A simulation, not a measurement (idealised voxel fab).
process module | voxel transistor to metal
cross-section cut | 300 nm wide | cells 5 nm
A cross-section is a grid of square cells, given in bands from the top down. A band is one or more rows of cells.
Each band's line starts with the height of the band's top and of its bottom, in nm. Then come its materials from left to right, each with its width in nm. One material with "throughout" fills the band from edge to edge. "air" is empty space.
Height 0 is the level under which the wafer as received is all one material. The lowest band goes on downwards, as in "0 down".
A width such as "30 to 40" changes by the same amount from each row of cells to the next, from the band's top row to its bottom row.
"no change" after a step means that no cell of the cross-section changed.
closed voids: empty space of 8 cells or more with no open way to the top, each as width x height at its distance from the left edge, in nm
after a step's settings: what the simulator itself notes on the step
overlay nm, on a step with a mask: how far to the right of its planned place the mask lay; to the left if negative
plan
1 op RECEIVE | material Si
2 op OXIDIZE | depth nm 5
3 op CONFORMAL_DEP | material SiN | thk nm 10
4 op MASKED_ETCH | tone cover | mask id ACTIVE | width nm 115 | pitch nm 140 | etch materials SiN | depth nm 10 | overlay nm 0
5 op MASKED_ETCH | tone cover | mask id ACTIVE | width nm 115 | pitch nm 140 | etch materials SiO2 | depth nm 5 | overlay nm 0
6 op MASKED_ETCH | tone cover | mask id ACTIVE | width nm 115 | pitch nm 140 | etch materials Si | depth nm 35 | overlay nm 0
7 op OXIDIZE | depth nm 5
8 op FILL_DEP | material SiO2 | thk nm 5
9 op CMP | height nm 10
10 op SELECTIVE_ETCH | etch materials SiO2 | depth nm 10
11 op STRIP | etch materials SiN
12 op SELECTIVE_ETCH | etch materials SiO2 | depth nm 5
13 op OXIDIZE | depth nm 5
14 op DIRECTIONAL_DEP | material polySi | thk nm 30
15 op DIRECTIONAL_DEP | material SiCN | thk nm 15
16 op PATTERN | tone cover | mask id GATE | material resist | width nm 35 | pitch nm 140 | thk nm 15 | overlay nm 0
17 op DIRECTIONAL_ETCH | etch materials SiCN | depth nm 25
18 op DIRECTIONAL_ETCH | etch materials polySi | depth nm 40
19 op STRIP | etch materials resist
20 op CONFORMAL_DEP | material SiO2 | thk nm 5
21 op DIRECTIONAL_ETCH | etch materials SiO2 | depth nm 5
22 op CONFORMAL_DEP | material SiN | thk nm 10
23 op DIRECTIONAL_ETCH | etch materials SiN | depth nm 10
24 op DIRECTIONAL_ETCH | etch materials SiO2 | depth nm 5
25 op DIRECTIONAL_ETCH | etch materials Si | depth nm 10
26 op EPI | material nSi | thk nm 10
27 op FILL_DEP | material SiO2 | thk nm 10
28 op CMP | height nm 25
29 op STRIP | etch materials polySi
30 op SELECTIVE_ETCH | etch materials SiO2 | depth nm 5
31 op CONFORMAL_DEP | material HfO2 | thk nm 5
32 op CONFORMAL_DEP | material TiN | thk nm 5
33 op FILL_DEP | material W | thk nm 10
34 op CMP | height nm 20
35 op DIRECTIONAL_DEP | material SiO2 | thk nm 15
36 op DIRECTIONAL_DEP | material aC | thk nm 15
37 op PATTERN | tone open | mask id CONTACT | material resist | width nm 20 | thk nm 30 | overlay nm 0
38 op DIRECTIONAL_ETCH | etch materials aC | depth nm 15
39 op STRIP | etch materials resist
40 op DIRECTIONAL_ETCH | etch materials SiO2 | depth nm 45
41 op STRIP | etch materials aC
42 op CONFORMAL_DEP | material TiN | thk nm 5
43 op FILL_DEP | material W | thk nm 5
44 op CMP | height nm 35
45 op DIRECTIONAL_DEP | material TiN | thk nm 5
46 op DIRECTIONAL_DEP | material W | thk nm 20
47 op DIRECTIONAL_DEP | material aC | thk nm 10
48 op PATTERN | tone cover | mask id METAL_1 | material resist | width nm 20 | thk nm 25 | overlay nm -10
49 op DIRECTIONAL_ETCH | etch materials aC | depth nm 10
50 op STRIP | etch materials resist
51 op DIRECTIONAL_ETCH | etch materials W | depth nm 20
52 op DIRECTIONAL_ETCH | etch materials TiN | depth nm 5
53 op STRIP | etch materials aC
54 op FILL_DEP | material lowk | thk nm 10
55 op CMP | height nm 60
56 op CONFORMAL_DEP | material SiN | thk nm 5
varied across the wafers: overlay nm of step 48. The plan shows the first wafer's value. All wafers start alike
first wafer as received, after step 1
  0 down: Si throughout
  closed voids: none
first wafer at the end, after step 56
  65 to 60: SiN throughout
  60 to 40: lowk 15 | W 20 | lowk 65 | W 20 | lowk 35 | W 20 | lowk 65 | W 20 | lowk 40
  40 to 35: lowk 15 | TiN 20 | lowk 65 | TiN 20 | lowk 35 | TiN 20 | lowk 65 | TiN 20 | lowk 40
  35 to 20: SiO2 25 | TiN 5 | W 10 | TiN 5 | SiO2 65 | TiN 5 | W 10 | TiN 5 | SiO2 35 | TiN 5 | W 10 | TiN 5 | SiO2 65 | TiN 5 | W 10 | TiN 5 | SiO2 30
  20 to 5: SiO2 25 | TiN 5 | W 10 | TiN 5 | SiN 10 | HfO2 5 | TiN 5 | W 25 | TiN 5 | HfO2 5 | SiN 10 | TiN 5 | W 10 | TiN 5 | SiO2 35 | TiN 5 | W 10 | TiN 5 | SiN 10 | HfO2 5 | TiN 5 | W 25 | TiN 5 | HfO2 5 | SiN 10 | TiN 5 | W 10 | TiN 5 | SiO2 30
  5 to 0: SiO2 25 | TiN 20 | SiN 10 | HfO2 5 | TiN 5 | W 25 | TiN 5 | HfO2 5 | SiN 10 | TiN 20 | SiO2 35 | TiN 20 | SiN 10 | HfO2 5 | TiN 5 | W 25 | TiN 5 | HfO2 5 | SiN 10 | TiN 20 | SiO2 30
  0 to -5: SiO2 25 | TiN 10 | nSi 10 | SiN 10 | HfO2 5 | TiN 35 | HfO2 5 | SiN 10 | nSi 10 | TiN 10 | SiO2 35 | TiN 10 | nSi 10 | SiN 10 | HfO2 5 | TiN 35 | HfO2 5 | SiN 10 | nSi 10 | TiN 10 | SiO2 30
  -5 to -10: SiO2 25 | TiN 10 | nSi 10 | SiO2 10 | HfO2 45 | SiO2 10 | nSi 10 | TiN 10 | SiO2 35 | TiN 10 | nSi 10 | SiO2 10 | HfO2 45 | SiO2 10 | nSi 10 | TiN 10 | SiO2 30
  -10 to -20: SiO2 25 | nSi 20 | Si 65 | nSi 20 | SiO2 35 | nSi 20 | Si 65 | nSi 20 | SiO2 30
  -20 to -45: SiO2 25 | Si 105 | SiO2 35 | Si 105 | SiO2 30
  -45 down: Si throughout
  closed voids: none
last wafer at the end
  65 to 60: SiN throughout
  60 to 40: lowk 40 | W 20 | lowk 65 | W 20 | lowk 35 | W 20 | lowk 65 | W 20 | lowk 15
  40 to 35: lowk 40 | TiN 20 | lowk 65 | TiN 20 | lowk 35 | TiN 20 | lowk 65 | TiN 20 | lowk 15
  35 to 20: SiO2 25 | TiN 5 | W 10 | TiN 5 | SiO2 65 | TiN 5 | W 10 | TiN 5 | SiO2 35 | TiN 5 | W 10 | TiN 5 | SiO2 65 | TiN 5 | W 10 | TiN 5 | SiO2 30
  20 to 5: SiO2 25 | TiN 5 | W 10 | TiN 5 | SiN 10 | HfO2 5 | TiN 5 | W 25 | TiN 5 | HfO2 5 | SiN 10 | TiN 5 | W 10 | TiN 5 | SiO2 35 | TiN 5 | W 10 | TiN 5 | SiN 10 | HfO2 5 | TiN 5 | W 25 | TiN 5 | HfO2 5 | SiN 10 | TiN 5 | W 10 | TiN 5 | SiO2 30
  5 to 0: SiO2 25 | TiN 20 | SiN 10 | HfO2 5 | TiN 5 | W 25 | TiN 5 | HfO2 5 | SiN 10 | TiN 20 | SiO2 35 | TiN 20 | SiN 10 | HfO2 5 | TiN 5 | W 25 | TiN 5 | HfO2 5 | SiN 10 | TiN 20 | SiO2 30
  0 to -5: SiO2 25 | TiN 10 | nSi 10 | SiN 10 | HfO2 5 | TiN 35 | HfO2 5 | SiN 10 | nSi 10 | TiN 10 | SiO2 35 | TiN 10 | nSi 10 | SiN 10 | HfO2 5 | TiN 35 | HfO2 5 | SiN 10 | nSi 10 | TiN 10 | SiO2 30
  -5 to -10: SiO2 25 | TiN 10 | nSi 10 | SiO2 10 | HfO2 45 | SiO2 10 | nSi 10 | TiN 10 | SiO2 35 | TiN 10 | nSi 10 | SiO2 10 | HfO2 45 | SiO2 10 | nSi 10 | TiN 10 | SiO2 30
  -10 to -20: SiO2 25 | nSi 20 | Si 65 | nSi 20 | SiO2 35 | nSi 20 | Si 65 | nSi 20 | SiO2 30
  -20 to -45: SiO2 25 | Si 105 | SiO2 35 | Si 105 | SiO2 30
  -45 down: Si throughout
  closed voids: none
each wafer at the end: cells of each material gained (+) or lost (-) since it was received, then its closed voids
overlay nm -10 | +38 HfO2 | -278 Si | +100 SiN | +374 SiO2 | +126 TiN | +152 W | +220 lowk | +48 nSi | closed voids: none
overlay nm -5 | +38 HfO2 | -278 Si | +100 SiN | +374 SiO2 | +126 TiN | +152 W | +220 lowk | +48 nSi | closed voids: none
overlay nm 0 | +38 HfO2 | -278 Si | +100 SiN | +374 SiO2 | +126 TiN | +152 W | +220 lowk | +48 nSi | closed voids: none
overlay nm 5 | +38 HfO2 | -278 Si | +100 SiN | +374 SiO2 | +126 TiN | +152 W | +220 lowk | +48 nSi | closed voids: none
overlay nm 10 | +38 HfO2 | -278 Si | +100 SiN | +374 SiO2 | +126 TiN | +152 W | +220 lowk | +48 nSi | closed voids: none
overlay nm 15 | +38 HfO2 | -278 Si | +100 SiN | +374 SiO2 | +126 TiN | +152 W | +220 lowk | +48 nSi | closed voids: none
